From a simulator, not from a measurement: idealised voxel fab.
Process module name: voxel capacitor over wiring
The figure presents cross-section cut, which has a width of 185 nm and is divided into square cells with an edge length of 5 nm.
The cross-sections in this document take the form of a grid made of square cells. They are written out as bands, in order from top to bottom. Each band consists of one or more rows of cells.
Look at the band entry: it leads with the top's height and the bottom's height in nm. Then it lists the materials left to right, with a width in nm for each. The word "throughout" on a single material says that material fills the band edge to edge. The word "air" is empty space.
It should be noted that heights are counted from 0, beneath which the wafer as supplied is of one material throughout, and that the lowest band possesses no lower boundary but continues downward, as written in "0 nm and below".
You'd read "30..40" like this: the band's top row of cells is as wide as the first number, its bottom row is as wide as the second, and going down, every row changes width by the same amount as the row before did.
"nothing was modified" (step): cross-section cells unchanged, all of them.
The entry "Cavities, closed" lists the empty spaces that cover at least 8 cells and have no open path to the top. Each is written as width x height at distance, where the distance is measured from the left edge and all three values are in nm.
On a step's line, text after the settings is the simulator commenting on that step.
"overlay nm" answers the question of how far to the right of plan the mask lay on a step that has a mask, and when it is negative the answer is to the left.
# The planned process steps are enumerated hereunder
step 1: RECEIVE with material Si
step 2: CONFORMAL_DEP with material SiO2, thk nm 15
step 3: CONFORMAL_DEP with material SiCN, thk nm 5
step 4: DIRECTIONAL_DEP with material lowk, thk nm 20
step 5: DIRECTIONAL_DEP with material aC, thk nm 15
step 6: PATTERN with tone open, mask id METAL_1, material resist, width nm 20, pitch nm 75, thk nm 35, overlay nm 0
step 7: DIRECTIONAL_ETCH with etch materials aC, depth nm 15
step 8: STRIP with etch materials resist
step 9: DIRECTIONAL_ETCH with etch materials lowk, depth nm 20
step 10: DIRECTIONAL_ETCH with etch materials SiCN, depth nm 5
step 11: STRIP with etch materials aC
step 12: CONFORMAL_DEP with material TiN, thk nm 5
step 13: FILL_DEP with material W, thk nm 5
step 14: CMP with height nm 40
step 15: CONFORMAL_DEP with material SiCN, thk nm 5
step 16: DIRECTIONAL_DEP with material SiO2, thk nm 15
step 17: PATTERN with tone open, mask id PLUG_1, material resist, width nm 15, thk nm 20, overlay nm 0
step 18: DIRECTIONAL_ETCH with etch materials SiO2, depth nm 15
step 19: DIRECTIONAL_ETCH with etch materials SiCN, depth nm 5
step 20: STRIP with etch materials resist
step 21: EPI with material Ru, thk nm 10
step 22: EPI with material Ru, thk nm 10
step 23: DIRECTIONAL_DEP with material TiN, thk nm 5
step 24: DIRECTIONAL_DEP with material Al2O3, thk nm 5
step 25: DIRECTIONAL_DEP with material TiN, thk nm 5
step 26: DIRECTIONAL_DEP with material aC, thk nm 15
step 27: PATTERN with tone cover, mask id UPPER_PLATE, material resist, width nm 60, thk nm 30, overlay nm 0
step 28: DIRECTIONAL_ETCH with etch materials aC, depth nm 15
step 29: STRIP with etch materials resist
step 30: DIRECTIONAL_ETCH with etch materials TiN, depth nm 5
step 31: DIRECTIONAL_ETCH with etch materials Al2O3, depth nm 5
step 32: STRIP with etch materials aC
step 33: PATTERN with tone cover, mask id LOWER_PLATE, material resist, width nm 70, thk nm 20, overlay nm 0
step 34: DIRECTIONAL_ETCH with etch materials TiN, depth nm 5
step 35: STRIP with etch materials resist
step 36: FILL_DEP with material SiO2, thk nm 15
step 37: CMP with height nm 85
step 38: MASKED_ETCH with tone open, mask id PLUG_2, width nm 15, etch materials SiO2, depth nm 10, overlay nm 0
step 39: CONFORMAL_DEP with material TiN, thk nm 5
step 40: FILL_DEP with material Ru, thk nm 5
step 41: CMP with height nm 85
step 42: CONFORMAL_DEP with material SiN, thk nm 5
# So, the first of our two wafers, run just as we planned it
# As-received wafer cross-section (after step 1)
    0 nm and below = Si throughout
    Cavities, closed: none
# You're looking at a cross-section of the wafer after step 2
    15 nm to 0 nm = SiO2 throughout
    Rest of section, below 0: as before.
# You're looking at a cross-section of the wafer after step 3
    20 nm to 15 nm = SiCN throughout
    Rest of section, below 15: as before.
# You're looking at a cross-section of the wafer after step 4
    40 nm to 20 nm = lowk throughout
    Rest of section, below 20: as before.
# You're looking at a cross-section of the wafer after step 5
    55 nm to 40 nm = aC throughout
    Rest of section, below 40: as before.
# You're looking at a cross-section of the wafer after step 6
    90 nm to 55 nm = resist=45, then air=20, then resist=55, then air=20, then resist=45
    Rest of section, below 55: as before.
# You're looking at a cross-section of the wafer after step 7
    75 nm to 55 nm = resist=45, then air=20, then resist=55, then air=20, then resist=45
    55 nm to 40 nm = aC=45, then air=20, then aC=55, then air=20, then aC=45
    Rest of section, below 40: as before.
# You're looking at a cross-section of the wafer after step 8
    55 nm to 40 nm = aC=45, then air=20, then aC=55, then air=20, then aC=45
    Rest of section, below 40: as before.
# You're looking at a cross-section of the wafer after step 9
    55 nm to 40 nm = aC=45, then air=20, then aC=55, then air=20, then aC=45
    40 nm to 20 nm = lowk=45, then air=20, then lowk=55, then air=20, then lowk=45
    Rest of section, below 20: as before.
# You're looking at a cross-section of the wafer after step 10
    55 nm to 40 nm = aC=45, then air=20, then aC=55, then air=20, then aC=45
    40 nm to 20 nm = lowk=45, then air=20, then lowk=55, then air=20, then lowk=45
    20 nm to 15 nm = SiCN=45, then air=20, then SiCN=55, then air=20, then SiCN=45
    Rest of section, below 15: as before.
# You're looking at a cross-section of the wafer after step 11
    40 nm to 20 nm = lowk=45, then air=20, then lowk=55, then air=20, then lowk=45
    Rest of section, below 20: as before.
# You're looking at a cross-section of the wafer after step 12
    45 nm to 40 nm = TiN=50, then air=10, then TiN=65, then air=10, then TiN=50
    40 nm to 20 nm = lowk=45, then TiN=5, then air=10, then TiN=5, then lowk=55, then TiN=5, then air=10, then TiN=5, then lowk=45
    20 nm to 15 nm = SiCN=45, then TiN=20, then SiCN=55, then TiN=20, then SiCN=45
    Rest of section, below 15: as before.
# You're looking at a cross-section of the wafer after step 13
    50 nm to 45 nm = W throughout
    45 nm to 40 nm = TiN=50, then W=10, then TiN=65, then W=10, then TiN=50
    40 nm to 20 nm = lowk=45, then TiN=5, then W=10, then TiN=5, then lowk=55, then TiN=5, then W=10, then TiN=5, then lowk=45
    Rest of section, below 20: as before.
# You're looking at a cross-section of the wafer after step 14
    40 nm to 20 nm = lowk=45, then TiN=5, then W=10, then TiN=5, then lowk=55, then TiN=5, then W=10, then TiN=5, then lowk=45
    Rest of section, below 20: as before.
# You're looking at a cross-section of the wafer after step 15
    45 nm to 40 nm = SiCN throughout
    Rest of section, below 40: as before.
# You're looking at a cross-section of the wafer after step 16
    60 nm to 45 nm = SiO2 throughout
    Rest of section, below 45: as before.
# You're looking at a cross-section of the wafer after step 17
    80 nm to 60 nm = resist=50, then air=15, then resist=120
    Rest of section, below 60: as before.
# You're looking at a cross-section of the wafer after step 18
    80 nm to 60 nm = resist=50, then air=15, then resist=120
    60 nm to 45 nm = SiO2=50, then air=15, then SiO2=120
    Rest of section, below 45: as before.
# You're looking at a cross-section of the wafer after step 19
    80 nm to 60 nm = resist=50, then air=15, then resist=120
    60 nm to 45 nm = SiO2=50, then air=15, then SiO2=120
    45 nm to 40 nm = SiCN=50, then air=15, then SiCN=120
    Rest of section, below 40: as before.
# You're looking at a cross-section of the wafer after step 20
    60 nm to 45 nm = SiO2=50, then air=15, then SiO2=120
    Rest of section, below 45: as before.
# You're looking at a cross-section of the wafer after step 21
    60 nm to 50 nm = SiO2=50, then air=15, then SiO2=120
    50 nm to 45 nm = SiO2=50, then Ru=15, then SiO2=120
    45 nm to 40 nm = SiCN=50, then Ru=15, then SiCN=120
    Rest of section, below 40: as before.
# You're looking at a cross-section of the wafer after step 22
    60 nm to 45 nm = SiO2=50, then Ru=15, then SiO2=120
    Rest of section, below 45: as before.
# You're looking at a cross-section of the wafer after step 23
    65 nm to 60 nm = TiN throughout
    Rest of section, below 60: as before.
# You're looking at a cross-section of the wafer after step 24
    70 nm to 65 nm = Al2O3 throughout
    Rest of section, below 65: as before.
# You're looking at a cross-section of the wafer after step 25
    75 nm to 70 nm = TiN throughout
    Rest of section, below 70: as before.
# You're looking at a cross-section of the wafer after step 26
    90 nm to 75 nm = aC throughout
    Rest of section, below 75: as before.
# You're looking at a cross-section of the wafer after step 27
    120 nm to 90 nm = air=50, then resist=60, then air=75
    Rest of section, below 90: as before.
# You're looking at a cross-section of the wafer after step 28
    105 nm to 90 nm = air=50, then resist=60, then air=75
    90 nm to 75 nm = air=50, then aC=60, then air=75
    Rest of section, below 75: as before.
# You're looking at a cross-section of the wafer after step 29
    90 nm to 75 nm = air=50, then aC=60, then air=75
    Rest of section, below 75: as before.
# You're looking at a cross-section of the wafer after step 30
    90 nm to 75 nm = air=50, then aC=60, then air=75
    75 nm to 70 nm = air=50, then TiN=60, then air=75
    Rest of section, below 70: as before.
# You're looking at a cross-section of the wafer after step 31
    90 nm to 75 nm = air=50, then aC=60, then air=75
    75 nm to 70 nm = air=50, then TiN=60, then air=75
    70 nm to 65 nm = air=50, then Al2O3=60, then air=75
    Rest of section, below 65: as before.
# You're looking at a cross-section of the wafer after step 32
    75 nm to 70 nm = air=50, then TiN=60, then air=75
    Rest of section, below 70: as before.
# You're looking at a cross-section of the wafer after step 33
    95 nm to 75 nm = air=45, then resist=70, then air=70
    75 nm to 70 nm = air=45, then resist=5, then TiN=60, then resist=5, then air=70
    70 nm to 65 nm = air=45, then resist=5, then Al2O3=60, then resist=5, then air=70
    Rest of section, below 65: as before.
# You're looking at a cross-section of the wafer after step 34
    95 nm to 75 nm = air=45, then resist=70, then air=70
    75 nm to 70 nm = air=45, then resist=5, then TiN=60, then resist=5, then air=70
    70 nm to 65 nm = air=45, then resist=5, then Al2O3=60, then resist=5, then air=70
    65 nm to 60 nm = air=45, then TiN=70, then air=70
    Rest of section, below 60: as before.
# You're looking at a cross-section of the wafer after step 35
    75 nm to 70 nm = air=50, then TiN=60, then air=75
    70 nm to 65 nm = air=50, then Al2O3=60, then air=75
    Rest of section, below 65: as before.
# You're looking at a cross-section of the wafer after step 36
    90 nm to 75 nm = SiO2 throughout
    75 nm to 70 nm = SiO2=50, then TiN=60, then SiO2=75
    70 nm to 65 nm = SiO2=50, then Al2O3=60, then SiO2=75
    65 nm to 60 nm = SiO2=45, then TiN=70, then SiO2=70
    Rest of section, below 60: as before.
# You're looking at a cross-section of the wafer after step 37
    85 nm to 75 nm = SiO2 throughout
    Rest of section, below 75: as before.
# You're looking at a cross-section of the wafer after step 38
    85 nm to 75 nm = SiO2=60, then air=15, then SiO2=110
    Rest of section, below 75: as before.
# You're looking at a cross-section of the wafer after step 39
    90 nm to 85 nm = TiN=65, then air=5, then TiN=115
    85 nm to 80 nm = SiO2=60, then TiN=5, then air=5, then TiN=5, then SiO2=110
    80 nm to 70 nm = SiO2=60..50, then TiN=15..60, then SiO2=110..75
    Rest of section, below 70: as before.
# You're looking at a cross-section of the wafer after step 40
    95 nm to 90 nm = Ru throughout
    90 nm to 85 nm = TiN=65, then Ru=5, then TiN=115
    85 nm to 80 nm = SiO2=60, then TiN=5, then Ru=5, then TiN=5, then SiO2=110
    Rest of section, below 80: as before.
# You're looking at a cross-section of the wafer after step 41
    85 nm to 80 nm = SiO2=60, then TiN=5, then Ru=5, then TiN=5, then SiO2=110
    Rest of section, below 80: as before.
# You're looking at a cross-section of the wafer after step 42
    90 nm to 85 nm = SiN throughout
    Rest of section, below 85: as before.
# Second Wafer (Identical Start and Plan, One Processing Error; Matches First Wafer Through Step 22)
At the planned end of step 23, the second wafer in cross-section: nothing was modified
# At the planned end of step 24, the second wafer in cross-section
    65 nm to 60 nm = Al2O3 throughout
    Rest of section, below 60: as before.
# At the planned end of step 25, the second wafer in cross-section
    70 nm to 65 nm = TiN throughout
    Rest of section, below 65: as before.
# At the planned end of step 26, the second wafer in cross-section
    85 nm to 70 nm = aC throughout
    Rest of section, below 70: as before.
# At the planned end of step 27, the second wafer in cross-section
    115 nm to 85 nm = air=50, then resist=60, then air=75
    Rest of section, below 85: as before.
# At the planned end of step 28, the second wafer in cross-section
    100 nm to 85 nm = air=50, then resist=60, then air=75
    85 nm to 70 nm = air=50, then aC=60, then air=75
    Rest of section, below 70: as before.
# At the planned end of step 29, the second wafer in cross-section
    85 nm to 70 nm = air=50, then aC=60, then air=75
    Rest of section, below 70: as before.
# At the planned end of step 30, the second wafer in cross-section
    85 nm to 70 nm = air=50, then aC=60, then air=75
    70 nm to 65 nm = air=50, then TiN=60, then air=75
    Rest of section, below 65: as before.
# At the planned end of step 31, the second wafer in cross-section
    85 nm to 70 nm = air=50, then aC=60, then air=75
    70 nm to 65 nm = air=50, then TiN=60, then air=75
    65 nm to 60 nm = air=50, then Al2O3=60, then air=75
    Rest of section, below 60: as before.
# At the planned end of step 32, the second wafer in cross-section
    70 nm to 65 nm = air=50, then TiN=60, then air=75
    Rest of section, below 65: as before.
# At the planned end of step 33, the second wafer in cross-section
    90 nm to 70 nm = air=45, then resist=70, then air=70
    70 nm to 65 nm = air=45, then resist=5, then TiN=60, then resist=5, then air=70
    65 nm to 60 nm = air=45, then resist=5, then Al2O3=60, then resist=5, then air=70
    Rest of section, below 60: as before.
At the planned end of step 34, the second wafer in cross-section: nothing was modified
# At the planned end of step 35, the second wafer in cross-section
    70 nm to 65 nm = air=50, then TiN=60, then air=75
    65 nm to 60 nm = air=50, then Al2O3=60, then air=75
    Rest of section, below 60: as before.
# At the planned end of step 36, the second wafer in cross-section
    85 nm to 70 nm = SiO2 throughout
    70 nm to 65 nm = SiO2=50, then TiN=60, then SiO2=75
    65 nm to 60 nm = SiO2=50, then Al2O3=60, then SiO2=75
    Rest of section, below 60: as before.
At the planned end of step 37, the second wafer in cross-section: nothing was modified
# At the planned end of step 38, the second wafer in cross-section
    85 nm to 75 nm = SiO2=60, then air=15, then SiO2=110
    Rest of section, below 75: as before.
# At the planned end of step 39, the second wafer in cross-section
    90 nm to 85 nm = TiN=65, then air=5, then TiN=115
    85 nm to 80 nm = SiO2=60, then TiN=5, then air=5, then TiN=5, then SiO2=110
    80 nm to 75 nm = SiO2=60, then TiN=15, then SiO2=110
    Rest of section, below 75: as before.
# At the planned end of step 40, the second wafer in cross-section
    95 nm to 90 nm = Ru throughout
    90 nm to 85 nm = TiN=65, then Ru=5, then TiN=115
    85 nm to 80 nm = SiO2=60, then TiN=5, then Ru=5, then TiN=5, then SiO2=110
    Rest of section, below 80: as before.
# At the planned end of step 41, the second wafer in cross-section
    85 nm to 80 nm = SiO2=60, then TiN=5, then Ru=5, then TiN=5, then SiO2=110
    Rest of section, below 80: as before.
# At the planned end of step 42, the second wafer in cross-section
    90 nm to 85 nm = SiN throughout
    Rest of section, below 85: as before.
What was done differently from what was planned? step 23 of the plan was excluded from execution and never run
at the end the second wafer has, in cells: SiO2: 14 more | TiN: 14 fewer
